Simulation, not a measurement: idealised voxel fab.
The document below concerns the process module designated voxel self aligned vias.
FYI the section here is cut, 155 nm wide, cells are 5 nm squares.
Throughout this document, each cross-section is represented as a grid of square cells and is presented as a sequence of bands enumerated from the top downward, where a band comprises one or more rows of cells. It is stipulated that each band's entry specify, in nanometres, the height of the top of the band and then that of its bottom, followed by the materials of the band in left-to-right sequence, each together with its width in nanometres. A single material marked by the word "full width" is understood to fill the band from edge to edge; the word "air" is understood to denote empty space. The reference from which all heights are counted is 0, the level beneath which the as-received wafer is entirely one material; the lowest band, having no lower bound, proceeds downward and is written after the example "0 nm and below". Note: "30..40" means the width goes from the first number (top row of the band) to the second number (bottom row) in equal steps per row of cells. It should be understood that the words "no change occurred", when stated for a given step, signify that the cross-section underwent no change in any of its cells during that step. Basically, "Closed void roster" tells you about the enclosed voids: empty spaces with no open way to the top, 8 cells or bigger, each written width x height at distance, where distance is from the left edge, all in nm. Text after the settings on a step's line: the simulator's own remark on that step. The optional step-line setting "overlay nm" applies to steps with a mask and quantifies how far to the right of its planned location the mask lay, a negative value indicating leftward placement.
The following list gives the planned process steps
1: RECEIVE | material Si
2: CONFORMAL_DEP | material SiO2 | thk nm 10
3: CONFORMAL_DEP | material SiCN | thk nm 5
4: DIRECTIONAL_DEP | material lowk | thk nm 25
5: MASKED_ETCH | tone open | mask id LINES | width nm 20 | pitch nm 45 | etch materials lowk | depth nm 25 | overlay nm 0
6: CONFORMAL_DEP | material TiN | thk nm 5
7: FILL_DEP | material W | thk nm 5
8: CMP | height nm 40
9: SELECTIVE_ETCH | etch materials W Ru TiN | depth nm 5
10: FILL_DEP | material SiN | thk nm 10
11: CMP | height nm 40
12: DIRECTIONAL_DEP | material lowk | thk nm 20
13: PATTERN | tone open | mask id VIAS | material resist | width nm 30 | pitch nm 45 | thk nm 15 | overlay nm 0
14: DIRECTIONAL_ETCH | etch materials lowk | depth nm 20
15: DIRECTIONAL_ETCH | etch materials SiN | depth nm 5
16: STRIP | etch materials resist
17: CONFORMAL_DEP | material TiN | thk nm 5
18: FILL_DEP | material W | thk nm 10
19: CMP | height nm 60
20: CONFORMAL_DEP | material SiN | thk nm 5
Cross-section of the wafer as it came to us, i.e., already through step 1
  0 nm and below | Si full width
  Closed void roster: none
a wafer at the end: this start, this plan, one mistake
  80 nm to 75 nm | SiN full width
  75 nm to 65 nm | W full width
  65 nm to 60 nm | TiN 20 nm  W 20 nm  TiN 25 nm  W 20 nm  TiN 25 nm  W 20 nm  TiN 25 nm
  60 nm to 45 nm | lowk 15 nm  TiN 5 nm  W 20 nm  TiN 5 nm  lowk 15 nm  TiN 5 nm  W 20 nm  TiN 5 nm  lowk 15 nm  TiN 5 nm  W 20 nm  TiN 5 nm  lowk 20 nm
  45 nm to 40 nm | lowk 15 nm  TiN 10 nm  W 10 nm  TiN 10 nm  lowk 15 nm  TiN 10 nm  W 10 nm  TiN 10 nm  lowk 15 nm  TiN 10 nm  W 10 nm  TiN 10 nm  lowk 20 nm
  40 nm to 35 nm | lowk 20 nm  TiN 20 nm  lowk 25 nm  TiN 20 nm  lowk 25 nm  TiN 20 nm  lowk 25 nm
  35 nm to 20 nm | lowk 20 nm  TiN 5 nm  W 10 nm  TiN 5 nm  lowk 25 nm  TiN 5 nm  W 10 nm  TiN 5 nm  lowk 25 nm  TiN 5 nm  W 10 nm  TiN 5 nm  lowk 25 nm
  20 nm to 15 nm | lowk 20 nm  TiN 20 nm  lowk 25 nm  TiN 20 nm  lowk 25 nm  TiN 20 nm  lowk 25 nm
  15 nm to 10 nm | SiCN full width
  10 nm to 0 nm | SiO2 full width
  0 nm and below | Si full width
  Closed void roster: none
Want to know what went wrong? skipped: plan step 19 (never run)
